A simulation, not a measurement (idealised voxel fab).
Process module, titled voxel capacitor over wiring
Square cell edge 5 nm, section width 245 nm, ID cut.
Think of the cross-section as a grid of square cells. We describe it in bands, top to bottom, and each band covers one or more rows of those cells.
Band: top height; bottom height; in nm. Then, left to right: material with width in nm, for each material. "full width": a single material spanning edge to edge. "air": empty space.
All heights in this document are referenced to 0, defined as the level beneath which the wafer, as received, consists entirely of one material. The lowest band is not bounded below; it extends indefinitely downward and is written in the form "0..down".
A width given as "30..40" starts at the first number in the band's top row and ends at the second number in its bottom row, shifting by an equal amount at every step from row to row.
"no change" for a step: no cell of the cross-section changed in that step.
"Sealed void list" specifies each empty space that is not open to the top and that occupies no fewer than 8 cells, using the form width x height at distance, the distance measured from the left edge and all three quantities in nm.
Whatever follows a step's settings on its line is a remark the simulator itself makes about that step.
overlay nm, on a step with a mask: how far to the right of its planned place the mask lay; to the left if negative
-- The steps planned for the process are as follows
step 1: RECEIVE: material Si
step 2: CONFORMAL_DEP: material SiO2, thk nm 15
step 3: CONFORMAL_DEP: material SiN, thk nm 5
step 4: DIRECTIONAL_DEP: material lowk, thk nm 25
step 5: PATTERN: tone open, mask id METAL_1, material resist, width nm 20, pitch nm 75, thk nm 20, overlay nm 0
step 6: DIRECTIONAL_ETCH: etch materials lowk, depth nm 25
step 7: DIRECTIONAL_ETCH: etch materials SiN, depth nm 5
step 8: STRIP: etch materials resist
step 9: CONFORMAL_DEP: material TiN, thk nm 5
step 10: FILL_DEP: material Cu, thk nm 5
step 11: CMP: height nm 45
step 12: CONFORMAL_DEP: material SiCN, thk nm 5
step 13: DIRECTIONAL_DEP: material lowk, thk nm 10
step 14: PATTERN: tone open, mask id PLUG_1, material resist, width nm 15, thk nm 20, overlay nm 0
step 15: DIRECTIONAL_ETCH: etch materials lowk, depth nm 10
step 16: DIRECTIONAL_ETCH: etch materials SiCN, depth nm 5
step 17: STRIP: etch materials resist
step 18: CONFORMAL_DEP: material TiN, thk nm 5
step 19: FILL_DEP: material Cu, thk nm 5
step 20: CMP: height nm 60
step 21: DIRECTIONAL_DEP: material TiN, thk nm 10
step 22: DIRECTIONAL_DEP: material HfO2, thk nm 5
step 23: DIRECTIONAL_DEP: material TiN, thk nm 10
step 24: MASKED_ETCH: tone cover, mask id UPPER_PLATE, width nm 60, etch materials TiN, depth nm 10, overlay nm -15
step 25: MASKED_ETCH: tone cover, mask id UPPER_PLATE, width nm 60, etch materials HfO2, depth nm 5, overlay nm 0
step 26: MASKED_ETCH: tone cover, mask id LOWER_PLATE, width nm 70, etch materials TiN, depth nm 10, overlay nm 0
step 27: FILL_DEP: material SiO2, thk nm 15
step 28: CMP: height nm 95
step 29: MASKED_ETCH: tone open, mask id PLUG_2, width nm 15, etch materials SiO2, depth nm 10, overlay nm 0
step 30: CONFORMAL_DEP: material TiN, thk nm 5
step 31: FILL_DEP: material Cu, thk nm 10
step 32: CMP: height nm 95
step 33: CONFORMAL_DEP: material SiCN, thk nm 5
Keep in mind the plan's value for the overlay nm of step 24 comes from the first wafer; the wafers don't share that setting, but they do share the same starting point.
-- As-received state after step 1, first of several wafers, cross-section
- 0..down | Si full width
- Sealed void list: none
-- Per-wafer rows below. For each material: cells gained (+) or lost (-) since the wafer was received, as of end of module. Then: closed voids
overlay nm -15 | +23 Cu | +15 HfO2 | +95 SiCN | +41 SiN | +417 SiO2 | +92 TiN | +297 lowk | Sealed void list: none
overlay nm -10 | +23 Cu | +14 HfO2 | +95 SiCN | +41 SiN | +418 SiO2 | +92 TiN | +297 lowk | Sealed void list: none
overlay nm -5 | +23 Cu | +13 HfO2 | +95 SiCN | +41 SiN | +419 SiO2 | +92 TiN | +297 lowk | Sealed void list: none
overlay nm 0 | +23 Cu | +12 HfO2 | +95 SiCN | +41 SiN | +420 SiO2 | +92 TiN | +297 lowk | Sealed void list: none
overlay nm 5 | +23 Cu | +13 HfO2 | +95 SiCN | +41 SiN | +419 SiO2 | +92 TiN | +297 lowk | Sealed void list: none
overlay nm 10 | +23 Cu | +14 HfO2 | +95 SiCN | +41 SiN | +418 SiO2 | +92 TiN | +297 lowk | Sealed void list: none
overlay nm 15 | +23 Cu | +15 HfO2 | +95 SiCN | +41 SiN | +417 SiO2 | +92 TiN | +297 lowk | Sealed void list: none
